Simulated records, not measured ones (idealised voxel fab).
Documented hereafter: the process module known as voxel self aligned contacts.
Cross-sectional view cut (width: 205 nm; square cell size: 5 nm).
Cross-section = grid of square cells, listed top down in bands; band = one or more rows.
Within each band entry, the heights of the top and of the bottom of the band appear first, in that order and in nm; the materials of the band then follow from left to right, each with its corresponding width in nm. The designation "everywhere" on a single material indicates that it fills the band from edge to edge; the designation "air" indicates empty space.
Heights are reckoned from 0. Under this level, the received wafer is all of one material. The bottommost band is open-ended downward, for example "0 and below".
Think of "30->40" as a width that walks from the first number to the second as you go down the band, top row to bottom row, taking equal-sized steps from row to row.
Where a step carries "stayed the same", the cross-section came out of it unchanged, cell for cell.
Entry "Sealed void listing" = empty spaces >= 8 cells with no open way to the top; each as width x height at distance, distance from left edge, all nm.
Text after the settings on a step's line: the simulator's own remark on that step.
overlay nm: where the mask lay relative to plan, measured to the right, on steps with a mask; negatives go left.

**Steps in the process plan**
1 op RECEIVE | material Si
2 op OXIDIZE | depth nm 5
3 op DIRECTIONAL_DEP | material polySi | thk nm 30
4 op DIRECTIONAL_DEP | material SiN | thk nm 20
5 op MASKED_ETCH | tone cover | mask id GATE | width nm 25 | pitch nm 60 | etch materials SiN | depth nm 20 | overlay nm 0
6 op MASKED_ETCH | tone cover | mask id GATE | width nm 25 | pitch nm 60 | etch materials polySi | depth nm 30 | overlay nm 0
7 op CONFORMAL_DEP | material SiN | thk nm 5
8 op DIRECTIONAL_ETCH | etch materials SiN | depth nm 5
9 op FILL_DEP | material SiO2 | thk nm 20
10 op CMP | height nm 60
11 op PATTERN | tone open | mask id CONTACT | material resist | width nm 45 | thk nm 20 | overlay nm 0
12 op DIRECTIONAL_ETCH | etch materials SiO2 | depth nm 65
13 op STRIP | etch materials resist
14 op CONFORMAL_DEP | material TiN | thk nm 5
15 op FILL_DEP | material W | thk nm 5
16 op CMP | height nm 60
17 op CONFORMAL_DEP | material SiN | thk nm 5

**Wafer as received: cross-section following step 1**
* 0 and below: Si everywhere
* Sealed void listing: none

**End-of-module cross-section. Starting structure and process plan as above; one mistake made in running it**
* 65 down to 60: SiN everywhere
* 60 down to 55: TiN (85), then W (35), then TiN (85)
* 55 down to 50: SiO2 (80), then TiN (15), then W (15), then TiN (15), then SiO2 (80)
* 50 down to 30: SiO2 (55), then SiN (35), then TiN (5), then W (15), then TiN (5), then SiN (35), then SiO2 (55)
* 30 down to 0: SiO2 (55), then SiN (5), then polySi (25), then SiN (5), then TiN (5), then W (15), then TiN (5), then SiN (5), then polySi (25), then SiN (5), then SiO2 (55)
* 0 down to -5: SiO2 (90), then TiN (25), then SiO2 (90)
* -5 and below: Si everywhere
* Sealed void listing: none
Finding, execution versus plan: step 10 changed vs plan, executed as op CMP | height nm 55
